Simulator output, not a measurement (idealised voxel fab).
Process module under the name voxel self aligned vias
Pictured: cross-section cut, 260 nm wide, on a grid of 5 nm square cells.
The cross-sections in this document take the form of a grid made of square cells. They are written out as bands, in order from top to bottom. Each band consists of one or more rows of cells. Heights first: top, then bottom, in nm. Then materials, left to right, each with a width in nm. "edge to edge" on a single material: fills the band edge to edge. "blank": empty space. All heights in this document are referenced to 0, defined as the level beneath which the wafer, as received, consists entirely of one material. The lowest band is not bounded below; it extends indefinitely downward and is written in the form "0 and below". With a width like "30 to 40", each row of cells in the band differs from the next by the same amount, the top row carrying the first number and the bottom row the second. When a step is marked "nothing was modified", none of the cells in the cross-section changed during that step. "Enclosed cavity list": sealed empty spaces, 8 cells or more, no open way to top, listed width x height at distance, with distance from the left edge and width, height and distance in nm. Anything after a step's settings on that line? It's the simulator's own note about the step. The optional step-line setting "overlay nm" applies to steps with a mask and quantifies how far to the right of its planned location the mask lay, a negative value indicating leftward placement.

[The following list gives the planned process steps]
1,RECEIVE | material Si
2,CONFORMAL_DEP | material SiO2 | thk nm 15
3,CONFORMAL_DEP | material SiCN | thk nm 5
4,DIRECTIONAL_DEP | material SiO2 | thk nm 30
5,PATTERN | tone open | mask id LINES | material resist | width nm 20 | pitch nm 60 | thk nm 20 | overlay nm 0
6,DIRECTIONAL_ETCH | etch materials SiO2 | depth nm 30
7,STRIP | etch materials resist
8,CONFORMAL_DEP | material TiN | thk nm 5
9,FILL_DEP | material Ru | thk nm 10
10,CMP | height nm 50
11,SELECTIVE_ETCH | etch materials W Ru TiN | depth nm 5
12,FILL_DEP | material SiN | thk nm 10
13,CMP | height nm 50
14,DIRECTIONAL_DEP | material SiO2 | thk nm 15
15,MASKED_ETCH | tone open | mask id VIAS | width nm 40 | pitch nm 60 | etch materials SiO2 | depth nm 15 | overlay nm 0
16,MASKED_ETCH | tone open | mask id VIAS | width nm 40 | pitch nm 60 | etch materials SiN | depth nm 5 | overlay nm 0
17,CONFORMAL_DEP | material TiN | thk nm 5
18,FILL_DEP | material W | thk nm 10
19,CMP | height nm 65
20,CONFORMAL_DEP | material SiCN | thk nm 5
Across this set of wafers, the varied parameter is the width nm of step 5. Starting conditions are identical for every wafer, and the plan reports the value assigned to the first wafer.

[After step 1, as received: first of several wafers, cross-section]
    0 and below: Si edge to edge
    Enclosed cavity list: none

[The following table contains a row per wafer, in which are reported, at the conclusion of the module, the cells of each material gained (+) or lost (-) since the wafer's receipt, with its closed voids given thereafter]
width nm 20, +24 Ru, +104 SiCN, +480 SiO2, +78 TiN, +42 W, Enclosed cavity list: none
width nm 25, +36 Ru, +104 SiCN, +462 SiO2, +81 TiN, +45 W, Enclosed cavity list: none
width nm 30, +48 Ru, +104 SiCN, +444 SiO2, +84 TiN, +48 W, Enclosed cavity list: none
width nm 35, +60 Ru, +104 SiCN, +426 SiO2, +87 TiN, +51 W, Enclosed cavity list: none
width nm 40, +72 Ru, +104 SiCN, +408 SiO2, +90 TiN, +54 W, Enclosed cavity list: none
width nm 45, +84 Ru, +104 SiCN, +3 SiN, +390 SiO2, +93 TiN, +54 W, Enclosed cavity list: none
